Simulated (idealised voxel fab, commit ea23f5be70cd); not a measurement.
This section sets out a process module, namely voxel ribs on slabs.
For reference, the cross-section in this document is cut, with width 300 nm and square cells of 5 nm.
Cross-section layout: square cells on a grid; listed as bands, top to bottom; a band spans one or more cell rows. Band entry format. Leading values: height of top, height of bottom, nm. Remainder: materials in left-to-right order, each with its width in nm. Special words: "full width" on a single material, which then fills the band edge to edge; "empty", empty space. Note: height 0 marks the level under which the wafer is uniformly one material as received. Lowest band unbounded below, written "0..down". With a width like "30 to 40", each row of cells in the band differs from the next by the same amount, the top row carrying the first number and the bottom row the second. The designation "nothing different", where it is given for a processing step, indicates that no cell of the cross-section was altered in the course of that step. You'll see "Closed-off voids" listing empty spaces that have no way open to the top, as long as they're 8 cells or more; the notation is width x height at distance, where the distance is from the left edge, and all of it is in nm. That trailing text on a step's line, after the settings, is the simulator's own remark on the step. The "overlay nm" setting may appear on a step's line; for a step that uses a mask, it gives how far to the right of its planned position the mask lay, and a negative value indicates the left.
# Process steps foreseen in the plan
1: RECEIVE with material Si
2: DIRECTIONAL_DEP with material SiO2, thk nm 25
3: DIRECTIONAL_DEP with material polySi, thk nm 20
4: PATTERN with tone cover, mask id RIB, material resist, width nm 30, thk nm 15, overlay nm 0
5: DIRECTIONAL_ETCH with etch materials polySi, depth nm 15
6: STRIP with etch materials resist
7: PATTERN with tone cover, mask id SLAB, material resist, width nm 90, thk nm 20, overlay nm 0
8: DIRECTIONAL_ETCH with etch materials polySi, depth nm 5
9: STRIP with etch materials resist
10: FILL_DEP with material SiO2, thk nm 20
11: CMP with height nm 60
12: DIRECTIONAL_DEP with material W, thk nm 5
13: PATTERN with tone cover, mask id HEATER, material resist, width nm 40, thk nm 20, overlay nm 0
14: DIRECTIONAL_ETCH with etch materials W, depth nm 5
15: STRIP with etch materials resist
16: CONFORMAL_DEP with material SiN, thk nm 5
# First of two wafers - as planned
# Cross-section of the incoming wafer, state after step 1
    0..down | Si full width
    Closed-off voids: none
# How the wafer stands in section after step 2
    25..0 | SiO2 full width
    Under 0: no change, same as before.
# How the wafer stands in section after step 3
    45..25 | polySi full width
    Under 25: no change, same as before.
# How the wafer stands in section after step 4
    60..45 | empty 135; resist 30; empty 135
    Under 45: no change, same as before.
# How the wafer stands in section after step 5
    60..45 | empty 135; resist 30; empty 135
    45..30 | empty 135; polySi 30; empty 135
    Under 30: no change, same as before.
# How the wafer stands in section after step 6
    45..30 | empty 135; polySi 30; empty 135
    Under 30: no change, same as before.
# How the wafer stands in section after step 7
    65..45 | empty 105; resist 90; empty 105
    45..30 | empty 105; resist 30; polySi 30; resist 30; empty 105
    Under 30: no change, same as before.
# How the wafer stands in section after step 8
    65..45 | empty 105; resist 90; empty 105
    45..30 | empty 105; resist 30; polySi 30; resist 30; empty 105
    30..25 | empty 105; polySi 90; empty 105
    Under 25: no change, same as before.
# How the wafer stands in section after step 9
    45..30 | empty 135; polySi 30; empty 135
    Under 30: no change, same as before.
# How the wafer stands in section after step 10
    65..45 | SiO2 full width
    45..30 | SiO2 135; polySi 30; SiO2 135
    30..25 | SiO2 105; polySi 90; SiO2 105
    Under 25: no change, same as before.
# How the wafer stands in section after step 11
    60..45 | SiO2 full width
    Under 45: no change, same as before.
# How the wafer stands in section after step 12
    65..60 | W full width
    Under 60: no change, same as before.
# How the wafer stands in section after step 13
    85..65 | empty 130; resist 40; empty 130
    Under 65: no change, same as before.
# How the wafer stands in section after step 14
    85..65 | empty 130; resist 40; empty 130
    65..60 | empty 130; W 40; empty 130
    Under 60: no change, same as before.
# How the wafer stands in section after step 15
    65..60 | empty 130; W 40; empty 130
    Under 60: no change, same as before.
# How the wafer stands in section after step 16
    70..65 | empty 125; SiN 50; empty 125
    65..60 | SiN 130; W 40; SiN 130
    Under 60: no change, same as before.
# Okay, second wafer. Nothing different at the start, nothing different in the plan, just one mistake somewhere in the running. As far as step 1, counting that step, it's the first wafer all over again
# Cross-sectional representation of the second wafer at the time designated in the plan for the completion of step 2
    20..0 | polySi full width
    Under 0: no change, same as before.
# Cross-sectional representation of the second wafer at the time designated in the plan for the completion of step 3
    45..20 | SiO2 full width
    Under 20: no change, same as before.
# Cross-sectional representation of the second wafer at the time designated in the plan for the completion of step 4
    60..45 | empty 135; resist 30; empty 135
    Under 45: no change, same as before.
Cross-sectional representation of the second wafer at the time designated in the plan for the completion of step 5: nothing different
# Cross-sectional representation of the second wafer at the time designated in the plan for the completion of step 6
    45..20 | SiO2 full width
    Under 20: no change, same as before.
# Cross-sectional representation of the second wafer at the time designated in the plan for the completion of step 7
    65..45 | empty 105; resist 90; empty 105
    Under 45: no change, same as before.
Cross-sectional representation of the second wafer at the time designated in the plan for the completion of step 8: nothing different
# Cross-sectional representation of the second wafer at the time designated in the plan for the completion of step 9
    45..20 | SiO2 full width
    Under 20: no change, same as before.
# Cross-sectional representation of the second wafer at the time designated in the plan for the completion of step 10
    65..20 | SiO2 full width
    Under 20: no change, same as before.
# Cross-sectional representation of the second wafer at the time designated in the plan for the completion of step 11
    60..20 | SiO2 full width
    Under 20: no change, same as before.
# Cross-sectional representation of the second wafer at the time designated in the plan for the completion of step 12
    65..60 | W full width
    Under 60: no change, same as before.
# Cross-sectional representation of the second wafer at the time designated in the plan for the completion of step 13
    85..65 | empty 130; resist 40; empty 130
    Under 65: no change, same as before.
# Cross-sectional representation of the second wafer at the time designated in the plan for the completion of step 14
    85..65 | empty 130; resist 40; empty 130
    65..60 | empty 130; W 40; empty 130
    Under 60: no change, same as before.
# Cross-sectional representation of the second wafer at the time designated in the plan for the completion of step 15
    65..60 | empty 130; W 40; empty 130
    Under 60: no change, same as before.
# Cross-sectional representation of the second wafer at the time designated in the plan for the completion of step 16
    70..65 | empty 125; SiN 50; empty 125
    65..60 | SiN 130; W 40; SiN 130
    Under 60: no change, same as before.
Want to know what went wrong? deviation from plan: step 3 and step 2 executed in one another's positions
Final wafer comparison in cells, second versus first, more or fewer per material: SiO2 -204 | polySi +204
